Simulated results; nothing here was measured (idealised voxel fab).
Module name: voxel self aligned contacts (process module)
For reference, the cross-section in this document is cut, with width 260 nm and square cells of 5 nm.
A cross-section is written here as square cells arranged in a grid, and it is given in bands from the top down, each band taking up one or more rows of cells.
Heads up on the band format: heights come first, top then bottom, in nm. After that it's the materials left to right, each with its width in nm. A single material flagged "full width" fills the whole band edge to edge, and "empty" means there's empty space there.
Where do heights start? At 0: under that level the wafer as delivered is made of one material only. And the lowest band has no floor; it just carries on downward, as in "0..down".
Read "30..40" as a graded width: first number on top, second number at the bottom, same change between each pair of neighbouring rows.
Basically "nothing changed" means that step didn't change any cell in the cross-section.
"Encapsulated voids" lists enclosed empty spaces (at least 8 cells, no open path upward to the top), each as width x height at distance from the left edge, in nm.
The remark found on a step's line after its settings is issued by the simulator itself and pertains to that step.
"overlay nm" on a masked step: distance the mask lay right of its planned place, negative for left.
plan:
- 1: RECEIVE (material Si)
- 2: OXIDIZE (depth nm 5)
- 3: DIRECTIONAL_DEP (material polySi; thk nm 30)
- 4: DIRECTIONAL_DEP (material SiN; thk nm 15)
- 5: MASKED_ETCH (tone cover; mask id GATE; width nm 25; pitch nm 60; etch materials SiN; depth nm 15; overlay nm 0)
- 6: MASKED_ETCH (tone cover; mask id GATE; width nm 25; pitch nm 60; etch materials polySi; depth nm 30; overlay nm 0)
- 7: CONFORMAL_DEP (material SiN; thk nm 5)
- 8: DIRECTIONAL_ETCH (etch materials SiN; depth nm 5)
- 9: FILL_DEP (material SiO2; thk nm 20)
- 10: CMP (height nm 55)
- 11: MASKED_ETCH (tone open; mask id CONTACT; width nm 45; etch materials SiO2; depth nm 60; overlay nm 0)
- 12: CONFORMAL_DEP (material TiN; thk nm 5)
- 13: FILL_DEP (material W; thk nm 10)
- 14: CMP (height nm 55)
- 15: CONFORMAL_DEP (material SiN; thk nm 5)
So, the first of our two wafers, run just as we planned it:
Incoming wafer in cross-section (state: after step 1):
  0..down | Si full width
  Encapsulated voids: none
after step 2:
  0..-5 | SiO2 full width
  Below a height of -5, the structure has not been altered.
after step 3:
  30..0 | polySi full width
  Below a height of 0, the structure has not been altered.
after step 4:
  45..30 | SiN full width
  Below a height of 30, the structure has not been altered.
after step 5:
  45..30 | 85 empty; 25 SiN; 35 empty; 25 SiN; 90 empty
  Below a height of 30, the structure has not been altered.
after step 6:
  45..30 | 85 empty; 25 SiN; 35 empty; 25 SiN; 90 empty
  30..0 | 85 empty; 25 polySi; 35 empty; 25 polySi; 90 empty
  Below a height of 0, the structure has not been altered.
after step 7:
  50..30 | 80 empty; 35 SiN; 25 empty; 35 SiN; 85 empty
  30..5 | 80 empty; 5 SiN; 25 polySi; 5 SiN; 25 empty; 5 SiN; 25 polySi; 5 SiN; 85 empty
  5..0 | 85 SiN; 25 polySi; 35 SiN; 25 polySi; 90 SiN
  Below a height of 0, the structure has not been altered.
after step 8:
  45..30 | 80 empty; 35 SiN; 25 empty; 35 SiN; 85 empty
  30..0 | 80 empty; 5 SiN; 25 polySi; 5 SiN; 25 empty; 5 SiN; 25 polySi; 5 SiN; 85 empty
  Below a height of 0, the structure has not been altered.
after step 9:
  65..45 | SiO2 full width
  45..30 | 80 SiO2; 35 SiN; 25 SiO2; 35 SiN; 85 SiO2
  30..0 | 80 SiO2; 5 SiN; 25 polySi; 5 SiN; 25 SiO2; 5 SiN; 25 polySi; 5 SiN; 85 SiO2
  Below a height of 0, the structure has not been altered.
after step 10:
  55..45 | SiO2 full width
  Below a height of 45, the structure has not been altered.
after step 11:
  55..45 | 105 SiO2; 45 empty; 110 SiO2
  45..30 | 80 SiO2; 35 SiN; 25 empty; 35 SiN; 85 SiO2
  30..0 | 80 SiO2; 5 SiN; 25 polySi; 5 SiN; 25 empty; 5 SiN; 25 polySi; 5 SiN; 85 SiO2
  0..-5 | 115 SiO2; 25 empty; 120 SiO2
  Below a height of -5, the structure has not been altered.
after step 12:
  60..55 | 110 TiN; 35 empty; 115 TiN
  55..45 | 105 SiO2; 5..15 TiN; 35..15 empty; 5..15 TiN; 110 SiO2
  45..30 | 80 SiO2; 35 SiN; 5 TiN; 15 empty; 5 TiN; 35 SiN; 85 SiO2
  30..0 | 80 SiO2; 5 SiN; 25 polySi; 5 SiN; 5 TiN; 15 empty; 5 TiN; 5 SiN; 25 polySi; 5 SiN; 85 SiO2
  0..-5 | 115 SiO2; 25 TiN; 120 SiO2
  Below a height of -5, the structure has not been altered.
after step 13:
  70..60 | W full width
  60..55 | 110 TiN; 35 W; 115 TiN
  55..45 | 105 SiO2; 5..15 TiN; 35..15 W; 5..15 TiN; 110 SiO2
  45..30 | 80 SiO2; 35 SiN; 5 TiN; 15 W; 5 TiN; 35 SiN; 85 SiO2
  30..0 | 80 SiO2; 5 SiN; 25 polySi; 5 SiN; 5 TiN; 15 W; 5 TiN; 5 SiN; 25 polySi; 5 SiN; 85 SiO2
  Below a height of 0, the structure has not been altered.
after step 14:
  55..45 | 105 SiO2; 5..15 TiN; 35..15 W; 5..15 TiN; 110 SiO2
  Below a height of 45, the structure has not been altered.
after step 15:
  60..55 | SiN full width
  Below a height of 55, the structure has not been altered.
Okay, second wafer. Nothing different at the start, nothing different in the plan, just one mistake somewhere in the running. As far as step 6, counting that step, it's the first wafer all over again:
Cross-sectional view of the second wafer at the intended end time of process step 7:
  40..30 | 85 empty; 25 SiN; 35 empty; 25 SiN; 90 empty
  Below a height of 30, the structure has not been altered.
Cross-sectional view of the second wafer at the intended end time of process step 8:
  45..30 | 80 empty; 35 SiN; 25 empty; 35 SiN; 85 empty
  30..5 | 80 empty; 5 SiN; 25 polySi; 5 SiN; 25 empty; 5 SiN; 25 polySi; 5 SiN; 85 empty
  5..0 | 85 SiN; 25 polySi; 35 SiN; 25 polySi; 90 SiN
  Below a height of 0, the structure has not been altered.
Cross-sectional view of the second wafer at the intended end time of process step 9:
  65..45 | SiO2 full width
  45..30 | 80 SiO2; 35 SiN; 25 SiO2; 35 SiN; 85 SiO2
  30..5 | 80 SiO2; 5 SiN; 25 polySi; 5 SiN; 25 SiO2; 5 SiN; 25 polySi; 5 SiN; 85 SiO2
  Below a height of 5, the structure has not been altered.
Cross-sectional view of the second wafer at the intended end time of process step 10:
  55..45 | SiO2 full width
  Below a height of 45, the structure has not been altered.
Cross-sectional view of the second wafer at the intended end time of process step 11:
  55..45 | 105 SiO2; 45 empty; 110 SiO2
  45..30 | 80 SiO2; 35 SiN; 25 empty; 35 SiN; 85 SiO2
  30..5 | 80 SiO2; 5 SiN; 25 polySi; 5 SiN; 25 empty; 5 SiN; 25 polySi; 5 SiN; 85 SiO2
  Below a height of 5, the structure has not been altered.
Cross-sectional view of the second wafer at the intended end time of process step 12:
  60..55 | 110 TiN; 35 empty; 115 TiN
  55..45 | 105 SiO2; 5..15 TiN; 35..15 empty; 5..15 TiN; 110 SiO2
  45..30 | 80 SiO2; 35 SiN; 5 TiN; 15 empty; 5 TiN; 35 SiN; 85 SiO2
  30..10 | 80 SiO2; 5 SiN; 25 polySi; 5 SiN; 5 TiN; 15 empty; 5 TiN; 5 SiN; 25 polySi; 5 SiN; 85 SiO2
  10..5 | 80 SiO2; 5 SiN; 25 polySi; 5 SiN; 25 TiN; 5 SiN; 25 polySi; 5 SiN; 85 SiO2
  Below a height of 5, the structure has not been altered.
Cross-sectional view of the second wafer at the intended end time of process step 13:
  70..60 | W full width
  60..55 | 110 TiN; 35 W; 115 TiN
  55..45 | 105 SiO2; 5..15 TiN; 35..15 W; 5..15 TiN; 110 SiO2
  45..30 | 80 SiO2; 35 SiN; 5 TiN; 15 W; 5 TiN; 35 SiN; 85 SiO2
  30..10 | 80 SiO2; 5 SiN; 25 polySi; 5 SiN; 5 TiN; 15 W; 5 TiN; 5 SiN; 25 polySi; 5 SiN; 85 SiO2
  Below a height of 10, the structure has not been altered.
Cross-sectional view of the second wafer at the intended end time of process step 14:
  55..45 | 105 SiO2; 5..15 TiN; 35..15 W; 5..15 TiN; 110 SiO2
  Below a height of 45, the structure has not been altered.
Cross-sectional view of the second wafer at the intended end time of process step 15:
  60..55 | SiN full width
  Below a height of 55, the structure has not been altered.
What was done differently from what was planned? so 7 and 8 got swapped relative to the plan, each ran where the other was supposed to
Wrapping up, a cell-based count of both wafers puts the second over or under the first for these materials: SiN +38; SiO2 -28; TiN -4; W -6
